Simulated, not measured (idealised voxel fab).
A process module follows: voxel gate over fins.
Pictured: cross-section cut, 275 nm wide, on a grid of 5 nm square cells.
This document writes a cross-section as a grid whose cells are square, and gives it as bands, listed from the top down; one or more rows of cells form a band.
Heads up on the band format: heights come first, top then bottom, in nm. After that it's the materials left to right, each with its width in nm. A single material flagged "full width" fills the whole band edge to edge, and "blank" means there's empty space there.
Convention: height 0 is the level below which the wafer, as received, is all one material. The lowest band does not terminate at the bottom but continues downward, represented as "0 nm and below".
A width given as "30..40" starts at the first number in the band's top row and ends at the second number in its bottom row, shifting by an equal amount at every step from row to row.
The cross-section has no changed cell in any step marked "no change".
For the entry "Sealed-off cavities", the listed items are empty spaces with no open way to the top whose size is 8 cells or more; each item follows the pattern width x height at distance, where distance is from the left edge and all three are in nm.
after a step's settings: what the simulator itself notes on the step
overlay nm: step with mask; distance mask lay right of planned place; negative value = left of planned place.
Quick note on how to read the rest: it's all pairs. You get the cross-section before a process step and the one after, but the after one only goes down as far as the lowest band that changed. The step in between, with its settings, sits under the pair. Heads up, the pairs can come from different runs of this module on the same starting wafer, so don't assume a pair picks up from the one above unless its "Before this step" entry says it does.
## Before this step
> 0 nm and below  Si full width
> Sealed-off cavities: none
## Step Outcome
> 10 nm to 0 nm  SiN full width
> Below a height of 0, the structure has not been altered.
> Sealed-off cavities: none
Step, pre vs post cross-sections above: CONFORMAL_DEP, material SiN, thk nm 10
Before this step: just use the after drawing of the pair above as your starting point.
## Step Outcome
> 25 nm to 10 nm  70 nm blank | 15 nm resist | 45 nm blank | 15 nm resist | 45 nm blank | 15 nm resist | 70 nm blank
> Below a height of 10, the structure has not been altered.
> Sealed-off cavities: none
Step, pre vs post cross-sections above: PATTERN, tone cover, mask id FINS, material resist, width nm 15, pitch nm 60, thk nm 15, overlay nm 0
Before this step: just use the after drawing of the pair above as your starting point.
## Step Outcome
> 25 nm to 10 nm  70 nm blank | 15 nm resist | 45 nm blank | 15 nm resist | 45 nm blank | 15 nm resist | 70 nm blank
> 10 nm to 0 nm  70 nm blank | 15 nm SiN | 45 nm blank | 15 nm SiN | 45 nm blank | 15 nm SiN | 70 nm blank
> Below a height of 0, the structure has not been altered.
> Sealed-off cavities: none
Step, pre vs post cross-sections above: DIRECTIONAL_ETCH, etch materials SiN, depth nm 10
Before this step: just use the after drawing of the pair above as your starting point.
## Step Outcome
> 25 nm to 10 nm  70 nm blank | 15 nm resist | 45 nm blank | 15 nm resist | 45 nm blank | 15 nm resist | 70 nm blank
> 10 nm to 0 nm  70 nm blank | 15 nm SiN | 45 nm blank | 15 nm SiN | 45 nm blank | 15 nm SiN | 70 nm blank
> 0 nm to -30 nm  70 nm blank | 15 nm Si | 45 nm blank | 15 nm Si | 45 nm blank | 15 nm Si | 70 nm blank
> Below a height of -30, the structure has not been altered.
> Sealed-off cavities: none
Step, pre vs post cross-sections above: DIRECTIONAL_ETCH, etch materials Si, depth nm 30
Before this step: just use the after drawing of the pair above as your starting point.
## Step Outcome
> 10 nm to 0 nm  70 nm blank | 15 nm SiN | 45 nm blank | 15 nm SiN | 45 nm blank | 15 nm SiN | 70 nm blank
> Below a height of 0, the structure has not been altered.
> Sealed-off cavities: none
Step, pre vs post cross-sections above: STRIP, etch materials resist
Before this step: just use the after drawing of the pair above as your starting point.
## Step Outcome
> 10 nm to 0 nm  70 nm blank | 15 nm SiN | 45 nm blank | 15 nm SiN | 45 nm blank | 15 nm SiN | 70 nm blank
> 0 nm to -30 nm  70 nm blank | 5 nm SiO2 | 5 nm Si | 5 nm SiO2 | 45 nm blank | 5 nm SiO2 | 5 nm Si | 5 nm SiO2 | 45 nm blank | 5 nm SiO2 | 5 nm Si | 5 nm SiO2 | 70 nm blank
> -30 nm to -35 nm  75 nm SiO2 | 5 nm Si | 55 nm SiO2 | 5 nm Si | 55 nm SiO2 | 5 nm Si | 75 nm SiO2
> Below a height of -35, the structure has not been altered.
> Sealed-off cavities: none
Step, pre vs post cross-sections above: OXIDIZE, depth nm 5
Before this step: just use the after drawing of the pair above as your starting point.
## Step Outcome
> 15 nm to 10 nm  SiO2 full width
> 10 nm to 0 nm  70 nm SiO2 | 15 nm SiN | 45 nm SiO2 | 15 nm SiN | 45 nm SiO2 | 15 nm SiN | 70 nm SiO2
> 0 nm to -35 nm  75 nm SiO2 | 5 nm Si | 55 nm SiO2 | 5 nm Si | 55 nm SiO2 | 5 nm Si | 75 nm SiO2
> Below a height of -35, the structure has not been altered.
> Sealed-off cavities: none
Step, pre vs post cross-sections above: FILL_DEP, material SiO2, thk nm 5
Before this step: just use the after drawing of the pair above as your starting point.
## Step Outcome
> 10 nm to 0 nm  70 nm SiO2 | 15 nm SiN | 45 nm SiO2 | 15 nm SiN | 45 nm SiO2 | 15 nm SiN | 70 nm SiO2
> Below a height of 0, the structure has not been altered.
> Sealed-off cavities: none
Step, pre vs post cross-sections above: CMP, height nm 10
Before this step: just use the after drawing of the pair above as your starting point.
## Step Outcome
> 10 nm to 0 nm  70 nm SiO2 | 15 nm SiN | 15 nm SiO2 | 15 nm blank | 15 nm SiO2 | 15 nm SiN | 45 nm SiO2 | 15 nm SiN | 70 nm SiO2
> 0 nm to -25 nm  75 nm SiO2 | 5 nm Si | 20 nm SiO2 | 15 nm blank | 20 nm SiO2 | 5 nm Si | 55 nm SiO2 | 5 nm Si | 75 nm SiO2
> Below a height of -25, the structure has not been altered.
> Sealed-off cavities: none
Step, pre vs post cross-sections above: MASKED_ETCH, tone open, mask id RAIL, width nm 15, etch materials SiO2, depth nm 35, overlay nm 0
Before this step: just use the after drawing of the pair above as your starting point.
## Step Outcome
> 15 nm to 10 nm  105 nm TiN | 5 nm blank | 165 nm TiN
> 10 nm to 0 nm  70 nm SiO2 | 15 nm SiN | 15 nm SiO2 | 5 nm TiN | 5 nm blank | 5 nm TiN | 15 nm SiO2 | 15 nm SiN | 45 nm SiO2 | 15 nm SiN | 70 nm SiO2
> 0 nm to -20 nm  75 nm SiO2 | 5 nm Si | 20 nm SiO2 | 5 nm TiN | 5 nm blank | 5 nm TiN | 20 nm SiO2 | 5 nm Si | 55 nm SiO2 | 5 nm Si | 75 nm SiO2
> -20 nm to -25 nm  75 nm SiO2 | 5 nm Si | 20 nm SiO2 | 15 nm TiN | 20 nm SiO2 | 5 nm Si | 55 nm SiO2 | 5 nm Si | 75 nm SiO2
> Below a height of -25, the structure has not been altered.
> Sealed-off cavities: none
Step, pre vs post cross-sections above: CONFORMAL_DEP, material TiN, thk nm 5
Before this step: just use the after drawing of the pair above as your starting point.
## Step Outcome
> 20 nm to 15 nm  W full width
> 15 nm to 10 nm  105 nm TiN | 5 nm W | 165 nm TiN
> 10 nm to 0 nm  70 nm SiO2 | 15 nm SiN | 15 nm SiO2 | 5 nm TiN | 5 nm W | 5 nm TiN | 15 nm SiO2 | 15 nm SiN | 45 nm SiO2 | 15 nm SiN | 70 nm SiO2
> 0 nm to -20 nm  75 nm SiO2 | 5 nm Si | 20 nm SiO2 | 5 nm TiN | 5 nm W | 5 nm TiN | 20 nm SiO2 | 5 nm Si | 55 nm SiO2 | 5 nm Si | 75 nm SiO2
> Below a height of -20, the structure has not been altered.
> Sealed-off cavities: none
Step, pre vs post cross-sections above: FILL_DEP, material W, thk nm 5
Before this step: just use the after drawing of the pair above as your starting point.
## Step Outcome
> 10 nm to 0 nm  70 nm SiO2 | 15 nm SiN | 15 nm SiO2 | 5 nm TiN | 5 nm W | 5 nm TiN | 15 nm SiO2 | 15 nm SiN | 45 nm SiO2 | 15 nm SiN | 70 nm SiO2
> Below a height of 0, the structure has not been altered.
> Sealed-off cavities: none
Step, pre vs post cross-sections above: CMP, height nm 10
Before this step: just use the after drawing of the pair above as your starting point.
## Step Outcome
> 10 nm to 0 nm  70 nm SiO2 | 15 nm SiN | 15 nm SiO2 | 15 nm blank | 15 nm SiO2 | 15 nm SiN | 45 nm SiO2 | 15 nm SiN | 70 nm SiO2
> 0 nm to -20 nm  75 nm SiO2 | 5 nm Si | 20 nm SiO2 | 15 nm blank | 20 nm SiO2 | 5 nm Si | 55 nm SiO2 | 5 nm Si | 75 nm SiO2
> Below a height of -20, the structure has not been altered.
> Sealed-off cavities: none
Step, pre vs post cross-sections above: SELECTIVE_ETCH, etch materials W Ru TiN, depth nm 30
Before this step: just use the after drawing of the pair above as your starting point.
## Step Outcome
> 15 nm to 10 nm  SiO2 full width
> 10 nm to 0 nm  70 nm SiO2 | 15 nm SiN | 45 nm SiO2 | 15 nm SiN | 45 nm SiO2 | 15 nm SiN | 70 nm SiO2
> 0 nm to -20 nm  75 nm SiO2 | 5 nm Si | 55 nm SiO2 | 5 nm Si | 55 nm SiO2 | 5 nm Si | 75 nm SiO2
> Below a height of -20, the structure has not been altered.
> Sealed-off cavities: none
Step, pre vs post cross-sections above: FILL_DEP, material SiO2, thk nm 5
Before this step: just use the after drawing of the pair above as your starting point.
## Step Outcome
> 10 nm to 0 nm  70 nm SiO2 | 15 nm SiN | 45 nm SiO2 | 15 nm SiN | 45 nm SiO2 | 15 nm SiN | 70 nm SiO2
> Below a height of 0, the structure has not been altered.
> Sealed-off cavities: none
Step, pre vs post cross-sections above: CMP, height nm 10
Before this step: just use the after drawing of the pair above as your starting point.
## Step Outcome
> 10 nm to 0 nm  70 nm blank | 15 nm SiN | 45 nm blank | 15 nm SiN | 45 nm blank | 15 nm SiN | 70 nm blank
> 0 nm to -15 nm  75 nm blank | 5 nm Si | 55 nm blank | 5 nm Si | 55 nm blank | 5 nm Si | 75 nm blank
> Below a height of -15, the structure has not been altered.
> Sealed-off cavities: none
Step, pre vs post cross-sections above: SELECTIVE_ETCH, etch materials SiO2, depth nm 25
Before this step: just use the after drawing of the pair above as your starting point.
## Step Outcome
> 0 nm to -15 nm  75 nm blank | 5 nm Si | 55 nm blank | 5 nm Si | 55 nm blank | 5 nm Si | 75 nm blank
> Below a height of -15, the structure has not been altered.
> Sealed-off cavities: none
Step, pre vs post cross-sections above: STRIP, etch materials SiN
Before this step: just use the after drawing of the pair above as your starting point.
## Step Outcome
> 5 nm to 0 nm  70 nm blank | 15 nm HfO2 | 45 nm blank | 15 nm HfO2 | 45 nm blank | 15 nm HfO2 | 70 nm blank
> 0 nm to -10 nm  70 nm blank | 5 nm HfO2 | 5 nm Si | 5 nm HfO2 | 45 nm blank | 5 nm HfO2 | 5 nm Si | 5 nm HfO2 | 45 nm blank | 5 nm HfO2 | 5 nm Si | 5 nm HfO2 | 70 nm blank
> -10 nm to -15 nm  75 nm HfO2 | 5 nm Si | 55 nm HfO2 | 5 nm Si | 55 nm HfO2 | 5 nm Si | 75 nm HfO2
> Below a height of -15, the structure has not been altered.
> Sealed-off cavities: none
Step, pre vs post cross-sections above: CONFORMAL_DEP, material HfO2, thk nm 5
Before this step: just use the after drawing of the pair above as your starting point.
## Step Outcome
> 10 nm to 5 nm  65 nm blank | 25 nm TiN | 35 nm blank | 25 nm TiN | 35 nm blank | 25 nm TiN | 65 nm blank
> 5 nm to 0 nm  65 nm blank | 5 nm TiN | 15 nm HfO2 | 5 nm TiN | 35 nm blank | 5 nm TiN | 15 nm HfO2 | 5 nm TiN | 35 nm blank | 5 nm TiN | 15 nm HfO2 | 5 nm TiN | 65 nm blank
> 0 nm to -5 nm  65 nm blank | 5 nm TiN | 5 nm HfO2 | 5 nm Si | 5 nm HfO2 | 5 nm TiN | 35 nm blank | 5 nm TiN | 5 nm HfO2 | 5 nm Si | 5 nm HfO2 | 5 nm TiN | 35 nm blank | 5 nm TiN | 5 nm HfO2 | 5 nm Si | 5 nm HfO2 | 5 nm TiN | 65 nm blank
> -5 nm to -10 nm  70 nm TiN | 5 nm HfO2 | 5 nm Si | 5 nm HfO2 | 45 nm TiN | 5 nm HfO2 | 5 nm Si | 5 nm HfO2 | 45 nm TiN | 5 nm HfO2 | 5 nm Si | 5 nm HfO2 | 70 nm TiN
> Below a height of -10, the structure has not been altered.
> Sealed-off cavities: none
Step, pre vs post cross-sections above: CONFORMAL_DEP, material TiN, thk nm 5
Before this step: just use the after drawing of the pair above as your starting point.
## Step Outcome
> 15 nm to 10 nm  60 nm blank | 35 nm TiAl | 25 nm blank | 35 nm TiAl | 25 nm blank | 35 nm TiAl | 60 nm blank
> 10 nm to 5 nm  60 nm blank | 5 nm TiAl | 25 nm TiN | 5 nm TiAl | 25 nm blank | 5 nm TiAl | 25 nm TiN | 5 nm TiAl | 25 nm blank | 5 nm TiAl | 25 nm TiN | 5 nm TiAl | 60 nm blank
> 5 nm to 0 nm  60 nm blank | 5 nm TiAl | 5 nm TiN | 15 nm HfO2 | 5 nm TiN | 5 nm TiAl | 25 nm blank | 5 nm TiAl | 5 nm TiN | 15 nm HfO2 | 5 nm TiN | 5 nm TiAl | 25 nm blank | 5 nm TiAl | 5 nm TiN | 15 nm HfO2 | 5 nm TiN | 5 nm TiAl | 60 nm blank
> 0 nm to -5 nm  65 nm TiAl | 5 nm TiN | 5 nm HfO2 | 5 nm Si | 5 nm HfO2 | 5 nm TiN | 35 nm TiAl | 5 nm TiN | 5 nm HfO2 | 5 nm Si | 5 nm HfO2 | 5 nm TiN | 35 nm TiAl | 5 nm TiN | 5 nm HfO2 | 5 nm Si | 5 nm HfO2 | 5 nm TiN | 65 nm TiAl
> Below a height of -5, the structure has not been altered.
> Sealed-off cavities: none
Step, pre vs post cross-sections above: CONFORMAL_DEP, material TiAl, thk nm 5
Before this step: just use the after drawing of the pair above as your starting point.
## Step Outcome
> 20 nm to 15 nm  55 nm blank | 45 nm TiN | 15 nm blank | 45 nm TiN | 15 nm blank | 45 nm TiN | 55 nm blank
> 15 nm to 10 nm  55 nm blank | 5 nm TiN | 35 nm TiAl | 5 nm TiN | 15 nm blank | 5 nm TiN | 35 nm TiAl | 5 nm TiN | 15 nm blank | 5 nm TiN | 35 nm TiAl | 5 nm TiN | 55 nm blank
> 10 nm to 5 nm  55 nm blank | 5 nm TiN | 5 nm TiAl | 25 nm TiN | 5 nm TiAl | 5 nm TiN | 15 nm blank | 5 nm TiN | 5 nm TiAl | 25 nm TiN | 5 nm TiAl | 5 nm TiN | 15 nm blank | 5 nm TiN | 5 nm TiAl | 25 nm TiN | 5 nm TiAl | 5 nm TiN | 55 nm blank
> 5 nm to 0 nm  60 nm TiN | 5 nm TiAl | 5 nm TiN | 15 nm HfO2 | 5 nm TiN | 5 nm TiAl | 25 nm TiN | 5 nm TiAl | 5 nm TiN | 15 nm HfO2 | 5 nm TiN | 5 nm TiAl | 25 nm TiN | 5 nm TiAl | 5 nm TiN | 15 nm HfO2 | 5 nm TiN | 5 nm TiAl | 60 nm TiN
> Below a height of 0, the structure has not been altered.
> Sealed-off cavities: none
Step, pre vs post cross-sections above: CONFORMAL_DEP, material TiN, thk nm 5
Before this step: just use the after drawing of the pair above as your starting point.
## Step Outcome
> 35 nm to 20 nm  W full width
> 20 nm to 15 nm  55 nm W | 45 nm TiN | 15 nm W | 45 nm TiN | 15 nm W | 45 nm TiN | 55 nm W
> 15 nm to 10 nm  55 nm W | 5 nm TiN | 35 nm TiAl | 5 nm TiN | 15 nm W | 5 nm TiN | 35 nm TiAl | 5 nm TiN | 15 nm W | 5 nm TiN | 35 nm TiAl | 5 nm TiN | 55 nm W
> 10 nm to 5 nm  55 nm W | 5 nm TiN | 5 nm TiAl | 25 nm TiN | 5 nm TiAl | 5 nm TiN | 15 nm W | 5 nm TiN | 5 nm TiAl | 25 nm TiN | 5 nm TiAl | 5 nm TiN | 15 nm W | 5 nm TiN | 5 nm TiAl | 25 nm TiN | 5 nm TiAl | 5 nm TiN | 55 nm W
> Below a height of 5, the structure has not been altered.
> Sealed-off cavities: none
Step, pre vs post cross-sections above: FILL_DEP, material W, thk nm 15
Before this step: just use the after drawing of the pair above as your starting point.
## Step Outcome
> 30 nm to 20 nm  W full width
> Below a height of 20, the structure has not been altered.
> Sealed-off cavities: none
Step, pre vs post cross-sections above: CMP, height nm 30
Before this step: just use the after drawing of the pair above as your starting point.
## Step Outcome
> 35 nm to 30 nm  SiCN full width
> Below a height of 30, the structure has not been altered.
> Sealed-off cavities: none
Step, pre vs post cross-sections above: CONFORMAL_DEP, material SiCN, thk nm 5
## Before this step
> 0 nm to -15 nm  75 nm blank | 5 nm Si | 55 nm blank | 5 nm Si | 55 nm blank | 5 nm Si | 75 nm blank
> -15 nm to -20 nm  75 nm SiO2 | 5 nm Si | 55 nm SiO2 | 5 nm Si | 55 nm SiO2 | 5 nm Si | 75 nm SiO2
> -20 nm to -25 nm  75 nm SiO2 | 5 nm Si | 20 nm SiO2 | 15 nm TiN | 20 nm SiO2 | 5 nm Si | 55 nm SiO2 | 5 nm Si | 75 nm SiO2
> -25 nm to -35 nm  75 nm SiO2 | 5 nm Si | 55 nm SiO2 | 5 nm Si | 55 nm SiO2 | 5 nm Si | 75 nm SiO2
> -35 nm and below  Si full width
> Sealed-off cavities: none
## Step Outcome
> 5 nm to 0 nm  70 nm blank | 15 nm TiN | 45 nm blank | 15 nm TiN | 45 nm blank | 15 nm TiN | 70 nm blank
> 0 nm to -10 nm  70 nm blank | 5 nm TiN | 5 nm Si | 5 nm TiN | 45 nm blank | 5 nm TiN | 5 nm Si | 5 nm TiN | 45 nm blank | 5 nm TiN | 5 nm Si | 5 nm TiN | 70 nm blank
> -10 nm to -15 nm  75 nm TiN | 5 nm Si | 55 nm TiN | 5 nm Si | 55 nm TiN | 5 nm Si | 75 nm TiN
> Below a height of -15, the structure has not been altered.
> Sealed-off cavities: none
Step, pre vs post cross-sections above: CONFORMAL_DEP, material TiN, thk nm 5
Before this step: just use the after drawing of the pair above as your starting point.
## Step Outcome
> 10 nm to 5 nm  65 nm blank | 25 nm TiAl | 35 nm blank | 25 nm TiAl | 35 nm blank | 25 nm TiAl | 65 nm blank
> 5 nm to 0 nm  65 nm blank | 5 nm TiAl | 15 nm TiN | 5 nm TiAl | 35 nm blank | 5 nm TiAl | 15 nm TiN | 5 nm TiAl | 35 nm blank | 5 nm TiAl | 15 nm TiN | 5 nm TiAl | 65 nm blank
> 0 nm to -5 nm  65 nm blank | 5 nm TiAl | 5 nm TiN | 5 nm Si | 5 nm TiN | 5 nm TiAl | 35 nm blank | 5 nm TiAl | 5 nm TiN | 5 nm Si | 5 nm TiN | 5 nm TiAl | 35 nm blank | 5 nm TiAl | 5 nm TiN | 5 nm Si | 5 nm TiN | 5 nm TiAl | 65 nm blank
> -5 nm to -10 nm  70 nm TiAl | 5 nm TiN | 5 nm Si | 5 nm TiN | 45 nm TiAl | 5 nm TiN | 5 nm Si | 5 nm TiN | 45 nm TiAl | 5 nm TiN | 5 nm Si | 5 nm TiN | 70 nm TiAl
> Below a height of -10, the structure has not been altered.
> Sealed-off cavities: none
Step, pre vs post cross-sections above: CONFORMAL_DEP, material TiAl, thk nm 5
Before this step: just use the after drawing of the pair above as your starting point.
## Step Outcome
> 15 nm to 10 nm  60 nm blank | 35 nm TiN | 25 nm blank | 35 nm TiN | 25 nm blank | 35 nm TiN | 60 nm blank
> 10 nm to 5 nm  60 nm blank | 5 nm TiN | 25 nm TiAl | 5 nm TiN | 25 nm blank | 5 nm TiN | 25 nm TiAl | 5 nm TiN | 25 nm blank | 5 nm TiN | 25 nm TiAl | 5 nm TiN | 60 nm blank
> 5 nm to 0 nm  60 nm blank | 5 nm TiN | 5 nm TiAl | 15 nm TiN | 5 nm TiAl | 5 nm TiN | 25 nm blank | 5 nm TiN | 5 nm TiAl | 15 nm TiN | 5 nm TiAl | 5 nm TiN | 25 nm blank | 5 nm TiN | 5 nm TiAl | 15 nm TiN | 5 nm TiAl | 5 nm TiN | 60 nm blank
> 0 nm to -5 nm  65 nm TiN | 5 nm TiAl | 5 nm TiN | 5 nm Si | 5 nm TiN | 5 nm TiAl | 35 nm TiN | 5 nm TiAl | 5 nm TiN | 5 nm Si | 5 nm TiN | 5 nm TiAl | 35 nm TiN | 5 nm TiAl | 5 nm TiN | 5 nm Si | 5 nm TiN | 5 nm TiAl | 65 nm TiN
> Below a height of -5, the structure has not been altered.
> Sealed-off cavities: none
Step, pre vs post cross-sections above: CONFORMAL_DEP, material TiN, thk nm 5
Before this step: just use the after drawing of the pair above as your starting point.
## Step Outcome
> 30 nm to 15 nm  W full width
> 15 nm to 10 nm  60 nm W | 35 nm TiN | 25 nm W | 35 nm TiN | 25 nm W | 35 nm TiN | 60 nm W
> 10 nm to 5 nm  60 nm W | 5 nm TiN | 25 nm TiAl | 5 nm TiN | 25 nm W | 5 nm TiN | 25 nm TiAl | 5 nm TiN | 25 nm W | 5 nm TiN | 25 nm TiAl | 5 nm TiN | 60 nm W
> 5 nm to 0 nm  60 nm W | 5 nm TiN | 5 nm TiAl | 15 nm TiN | 5 nm TiAl | 5 nm TiN | 25 nm W | 5 nm TiN | 5 nm TiAl | 15 nm TiN | 5 nm TiAl | 5 nm TiN | 25 nm W | 5 nm TiN | 5 nm TiAl | 15 nm TiN | 5 nm TiAl | 5 nm TiN | 60 nm W
> Below a height of 0, the structure has not been altered.
> Sealed-off cavities: none
Step, pre vs post cross-sections above: FILL_DEP, material W, thk nm 15
Before this step: just use the after drawing of the pair above as your starting point.
## Step Outcome
> 35 nm to 30 nm  SiCN full width
> Below a height of 30, the structure has not been altered.
> Sealed-off cavities: none
Step, pre vs post cross-sections above: CONFORMAL_DEP, material SiCN, thk nm 5
## Before this step
> 25 nm to 10 nm  70 nm blank | 15 nm resist | 45 nm blank | 15 nm resist | 45 nm blank | 15 nm resist | 70 nm blank
> 10 nm to 0 nm  70 nm blank | 15 nm SiN | 45 nm blank | 15 nm SiN | 45 nm blank | 15 nm SiN | 70 nm blank
> 0 nm to -30 nm  70 nm blank | 15 nm Si | 45 nm blank | 15 nm Si | 45 nm blank | 15 nm Si | 70 nm blank
> -30 nm and below  Si full width
> Sealed-off cavities: none
## Step Outcome
> 25 nm to 10 nm  70 nm blank | 15 nm resist | 45 nm blank | 15 nm resist | 45 nm blank | 15 nm resist | 70 nm blank
> 10 nm to 0 nm  70 nm blank | 15 nm SiN | 45 nm blank | 15 nm SiN | 45 nm blank | 15 nm SiN | 70 nm blank
> 0 nm to -60 nm  70 nm blank | 15 nm Si | 45 nm blank | 15 nm Si | 45 nm blank | 15 nm Si | 70 nm blank
> Below a height of -60, the structure has not been altered.
> Sealed-off cavities: none
Step, pre vs post cross-sections above: DIRECTIONAL_ETCH, etch materials Si, depth nm 30
Before this step: just use the after drawing of the pair above as your starting point.
## Step Outcome
> 10 nm to 0 nm  70 nm blank | 15 nm SiN | 45 nm blank | 15 nm SiN | 45 nm blank | 15 nm SiN | 70 nm blank
> Below a height of 0, the structure has not been altered.
> Sealed-off cavities: none
Step, pre vs post cross-sections above: STRIP, etch materials resist
Before this step: just use the after drawing of the pair above as your starting point.
## Step Outcome
> 10 nm to 0 nm  70 nm blank | 15 nm SiN | 45 nm blank | 15 nm SiN | 45 nm blank | 15 nm SiN | 70 nm blank
> 0 nm to -60 nm  70 nm blank | 5 nm SiO2 | 5 nm Si | 5 nm SiO2 | 45 nm blank | 5 nm SiO2 | 5 nm Si | 5 nm SiO2 | 45 nm blank | 5 nm SiO2 | 5 nm Si | 5 nm SiO2 | 70 nm blank
> -60 nm to -65 nm  75 nm SiO2 | 5 nm Si | 55 nm SiO2 | 5 nm Si | 55 nm SiO2 | 5 nm Si | 75 nm SiO2
> Below a height of -65, the structure has not been altered.
> Sealed-off cavities: none
Step, pre vs post cross-sections above: OXIDIZE, depth nm 5
Before this step: just use the after drawing of the pair above as your starting point.
## Step Outcome
> 15 nm to 10 nm  SiO2 full width
> 10 nm to 0 nm  70 nm SiO2 | 15 nm SiN | 45 nm SiO2 | 15 nm SiN | 45 nm SiO2 | 15 nm SiN | 70 nm SiO2
> 0 nm to -65 nm  75 nm SiO2 | 5 nm Si | 55 nm SiO2 | 5 nm Si | 55 nm SiO2 | 5 nm Si | 75 nm SiO2
> Below a height of -65, the structure has not been altered.
> Sealed-off cavities: none
Step, pre vs post cross-sections above: FILL_DEP, material SiO2, thk nm 5
Before this step: just use the after drawing of the pair above as your starting point.
## Step Outcome
> 10 nm to 0 nm  70 nm SiO2 | 15 nm SiN | 45 nm SiO2 | 15 nm SiN | 45 nm SiO2 | 15 nm SiN | 70 nm SiO2
> Below a height of 0, the structure has not been altered.
> Sealed-off cavities: none
Step, pre vs post cross-sections above: CMP, height nm 10
Before this step: just use the after drawing of the pair above as your starting point.
## Step Outcome
> 10 nm to 0 nm  70 nm SiO2 | 15 nm SiN | 15 nm SiO2 | 15 nm blank | 15 nm SiO2 | 15 nm SiN | 45 nm SiO2 | 15 nm SiN | 70 nm SiO2
> 0 nm to -25 nm  75 nm SiO2 | 5 nm Si | 20 nm SiO2 | 15 nm blank | 20 nm SiO2 | 5 nm Si | 55 nm SiO2 | 5 nm Si | 75 nm SiO2
> Below a height of -25, the structure has not been altered.
> Sealed-off cavities: none
Step, pre vs post cross-sections above: MASKED_ETCH, tone open, mask id RAIL, width nm 15, etch materials SiO2, depth nm 35, overlay nm 0
Before this step: just use the after drawing of the pair above as your starting point.
## Step Outcome
> 15 nm to 10 nm  105 nm TiN | 5 nm blank | 165 nm TiN
> 10 nm to 0 nm  70 nm SiO2 | 15 nm SiN | 15 nm SiO2 | 5 nm TiN | 5 nm blank | 5 nm TiN | 15 nm SiO2 | 15 nm SiN | 45 nm SiO2 | 15 nm SiN | 70 nm SiO2
> 0 nm to -20 nm  75 nm SiO2 | 5 nm Si | 20 nm SiO2 | 5 nm TiN | 5 nm blank | 5 nm TiN | 20 nm SiO2 | 5 nm Si | 55 nm SiO2 | 5 nm Si | 75 nm SiO2
> -20 nm to -25 nm  75 nm SiO2 | 5 nm Si | 20 nm SiO2 | 15 nm TiN | 20 nm SiO2 | 5 nm Si | 55 nm SiO2 | 5 nm Si | 75 nm SiO2
> Below a height of -25, the structure has not been altered.
> Sealed-off cavities: none
Step, pre vs post cross-sections above: CONFORMAL_DEP, material TiN, thk nm 5
Before this step: just use the after drawing of the pair above as your starting point.
## Step Outcome
> 20 nm to 15 nm  W full width
> 15 nm to 10 nm  105 nm TiN | 5 nm W | 165 nm TiN
> 10 nm to 0 nm  70 nm SiO2 | 15 nm SiN | 15 nm SiO2 | 5 nm TiN | 5 nm W | 5 nm TiN | 15 nm SiO2 | 15 nm SiN | 45 nm SiO2 | 15 nm SiN | 70 nm SiO2
> 0 nm to -20 nm  75 nm SiO2 | 5 nm Si | 20 nm SiO2 | 5 nm TiN | 5 nm W | 5 nm TiN | 20 nm SiO2 | 5 nm Si | 55 nm SiO2 | 5 nm Si | 75 nm SiO2
> Below a height of -20, the structure has not been altered.
> Sealed-off cavities: none
Step, pre vs post cross-sections above: FILL_DEP, material W, thk nm 5
Before this step: just use the after drawing of the pair above as your starting point.
## Step Outcome
> 10 nm to 0 nm  70 nm SiO2 | 15 nm SiN | 15 nm SiO2 | 5 nm TiN | 5 nm W | 5 nm TiN | 15 nm SiO2 | 15 nm SiN | 45 nm SiO2 | 15 nm SiN | 70 nm SiO2
> Below a height of 0, the structure has not been altered.
> Sealed-off cavities: none
Step, pre vs post cross-sections above: CMP, height nm 10
Before this step: just use the after drawing of the pair above as your starting point.
## Step Outcome
> 10 nm to 0 nm  70 nm SiO2 | 15 nm SiN | 15 nm SiO2 | 15 nm blank | 15 nm SiO2 | 15 nm SiN | 45 nm SiO2 | 15 nm SiN | 70 nm SiO2
> 0 nm to -20 nm  75 nm SiO2 | 5 nm Si | 20 nm SiO2 | 15 nm blank | 20 nm SiO2 | 5 nm Si | 55 nm SiO2 | 5 nm Si | 75 nm SiO2
> Below a height of -20, the structure has not been altered.
> Sealed-off cavities: none
Step, pre vs post cross-sections above: SELECTIVE_ETCH, etch materials W Ru TiN, depth nm 30
Before this step: just use the after drawing of the pair above as your starting point.
## Step Outcome
> 15 nm to 10 nm  SiO2 full width
> 10 nm to 0 nm  70 nm SiO2 | 15 nm SiN | 45 nm SiO2 | 15 nm SiN | 45 nm SiO2 | 15 nm SiN | 70 nm SiO2
> 0 nm to -20 nm  75 nm SiO2 | 5 nm Si | 55 nm SiO2 | 5 nm Si | 55 nm SiO2 | 5 nm Si | 75 nm SiO2
> Below a height of -20, the structure has not been altered.
> Sealed-off cavities: none
Step, pre vs post cross-sections above: FILL_DEP, material SiO2, thk nm 5
Before this step: just use the after drawing of the pair above as your starting point.
## Step Outcome
> 10 nm to 0 nm  70 nm SiO2 | 15 nm SiN | 45 nm SiO2 | 15 nm SiN | 45 nm SiO2 | 15 nm SiN | 70 nm SiO2
> Below a height of 0, the structure has not been altered.
> Sealed-off cavities: none
Step, pre vs post cross-sections above: CMP, height nm 10
Before this step: just use the after drawing of the pair above as your starting point.
## Step Outcome
> 10 nm to 0 nm  70 nm blank | 15 nm SiN | 45 nm blank | 15 nm SiN | 45 nm blank | 15 nm SiN | 70 nm blank
> 0 nm to -15 nm  75 nm blank | 5 nm Si | 55 nm blank | 5 nm Si | 55 nm blank | 5 nm Si | 75 nm blank
> Below a height of -15, the structure has not been altered.
> Sealed-off cavities: none
Step, pre vs post cross-sections above: SELECTIVE_ETCH, etch materials SiO2, depth nm 25
Before this step: just use the after drawing of the pair above as your starting point.
## Step Outcome
> 0 nm to -15 nm  75 nm blank | 5 nm Si | 55 nm blank | 5 nm Si | 55 nm blank | 5 nm Si | 75 nm blank
> Below a height of -15, the structure has not been altered.
> Sealed-off cavities: none
Step, pre vs post cross-sections above: STRIP, etch materials SiN
Before this step: just use the after drawing of the pair above as your starting point.
## Step Outcome
> 5 nm to 0 nm  70 nm blank | 15 nm HfO2 | 45 nm blank | 15 nm HfO2 | 45 nm blank | 15 nm HfO2 | 70 nm blank
> 0 nm to -10 nm  70 nm blank | 5 nm HfO2 | 5 nm Si | 5 nm HfO2 | 45 nm blank | 5 nm HfO2 | 5 nm Si | 5 nm HfO2 | 45 nm blank | 5 nm HfO2 | 5 nm Si | 5 nm HfO2 | 70 nm blank
> -10 nm to -15 nm  75 nm HfO2 | 5 nm Si | 55 nm HfO2 | 5 nm Si | 55 nm HfO2 | 5 nm Si | 75 nm HfO2
> Below a height of -15, the structure has not been altered.
> Sealed-off cavities: none
Step, pre vs post cross-sections above: CONFORMAL_DEP, material HfO2, thk nm 5
